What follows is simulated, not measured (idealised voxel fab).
Herein follows the process module entitled voxel trench capacitor.
Xsec cut, 240 nm wide, square cell size 5 nm.
Heads up, the way a cross-section reads in here is a grid of square cells, handed over as bands from the top down, with every band being one or more rows of cells.
What a band's entry tells you: where the top is and where the bottom is, as heights in nm, and after that what lies inside, material by material from left to right, each with its width in nm. Empty space is written as the word "empty", and a single material marked with the word "full width" occupies the band from edge to edge.
For the purposes of this specification, 0 denotes the height below which the wafer in its as-received condition is composed wholly of one material, and the lowermost band, lacking a lower limit, extends downward without end, as expressed in "0 and below".
So if you see something like "30 to 40" for the width, read it as the top row of the band sitting at the first number and the bottom row at the second, with every row in between moving by the same amount as the last.
Where a step carries "remains unaltered", the cross-section came out of it unchanged, cell for cell.
The entry titled "Enclosed voids" provides the empty spaces that have no open way to the top, restricted to those of 8 cells or more. Each is presented as width x height at distance, the distance being measured from the left edge, with all three in nm.
Heads up: the bit after the settings on a step's line is the simulator's remark on that step.
A step line may carry the setting "overlay nm", which, for steps involving a mask, states the distance by which the mask lay to the right of its intended position; negative values denote displacement to the left.

Planned step list for the process
1. op RECEIVE | material Si
2. op CONFORMAL_DEP | material SiN | thk nm 5
3. op PATTERN | tone open | mask id TRENCH | material resist | width nm 25 | pitch nm 40 | thk nm 15 | overlay nm 0
4. op DIRECTIONAL_ETCH | etch materials SiN | depth nm 5
5. op DIRECTIONAL_ETCH | etch materials Si | depth nm 40
6. op STRIP | etch materials resist
7. op CONFORMAL_DEP | material Al2O3 | thk nm 5
8. op CONFORMAL_DEP | material TiN | thk nm 5
9. op FILL_DEP | material W | thk nm 5
10. op CMP | height nm 5

Delivered wafer in cross-section: state after step 1
0 and below | Si full width
Enclosed voids: none

first wafer at the end, as planned
5 down to 0 | SiN=45, Al2O3=5, TiN=5, W=5, TiN=5, Al2O3=5, SiN=15, Al2O3=5, TiN=5, W=5, TiN=5, Al2O3=5, SiN=15, Al2O3=5, TiN=5, W=5, TiN=5, Al2O3=5, SiN=15, Al2O3=5, TiN=5, W=5, TiN=5, Al2O3=5, SiN=50
0 down to -30 | Si=45, Al2O3=5, TiN=5, W=5, TiN=5, Al2O3=5, Si=15, Al2O3=5, TiN=5, W=5, TiN=5, Al2O3=5, Si=15, Al2O3=5, TiN=5, W=5, TiN=5, Al2O3=5, Si=15, Al2O3=5, TiN=5, W=5, TiN=5, Al2O3=5, Si=50
-30 down to -35 | Si=45, Al2O3=5, TiN=15, Al2O3=5, Si=15, Al2O3=5, TiN=15, Al2O3=5, Si=15, Al2O3=5, TiN=15, Al2O3=5, Si=15, Al2O3=5, TiN=15, Al2O3=5, Si=50
-35 down to -40 | Si=45, Al2O3=25, Si=15, Al2O3=25, Si=15, Al2O3=25, Si=15, Al2O3=25, Si=50
-40 and below | Si full width
Enclosed voids: none

The second wafer, shown in cross-section after the module: started the same way as the first and given the same plan, yet one mistake crept into how it was run
5 down to 0 | SiN=45, Al2O3=5, SiN=5, W=5, SiN=5, Al2O3=5, SiN=15, Al2O3=5, SiN=5, W=5, SiN=5, Al2O3=5, SiN=15, Al2O3=5, SiN=5, W=5, SiN=5, Al2O3=5, SiN=15, Al2O3=5, SiN=5, W=5, SiN=5, Al2O3=5, SiN=50
0 down to -30 | Si=45, Al2O3=5, SiN=5, W=5, SiN=5, Al2O3=5, Si=15, Al2O3=5, SiN=5, W=5, SiN=5, Al2O3=5, Si=15, Al2O3=5, SiN=5, W=5, SiN=5, Al2O3=5, Si=15, Al2O3=5, SiN=5, W=5, SiN=5, Al2O3=5, Si=50
-30 down to -35 | Si=45, Al2O3=5, SiN=15, Al2O3=5, Si=15, Al2O3=5, SiN=15, Al2O3=5, Si=15, Al2O3=5, SiN=15, Al2O3=5, Si=15, Al2O3=5, SiN=15, Al2O3=5, Si=50
-35 down to -40 | Si=45, Al2O3=25, Si=15, Al2O3=25, Si=15, Al2O3=25, Si=15, Al2O3=25, Si=50
-40 and below | Si full width
Enclosed voids: none
Against the plan, the run slipped here: heads up, step 8 didn't go per plan, it actually ran as op CONFORMAL_DEP | material SiN | thk nm 5
At the finish, the second wafer shows more or fewer cells for some materials than the first does: SiN +68 | TiN -68
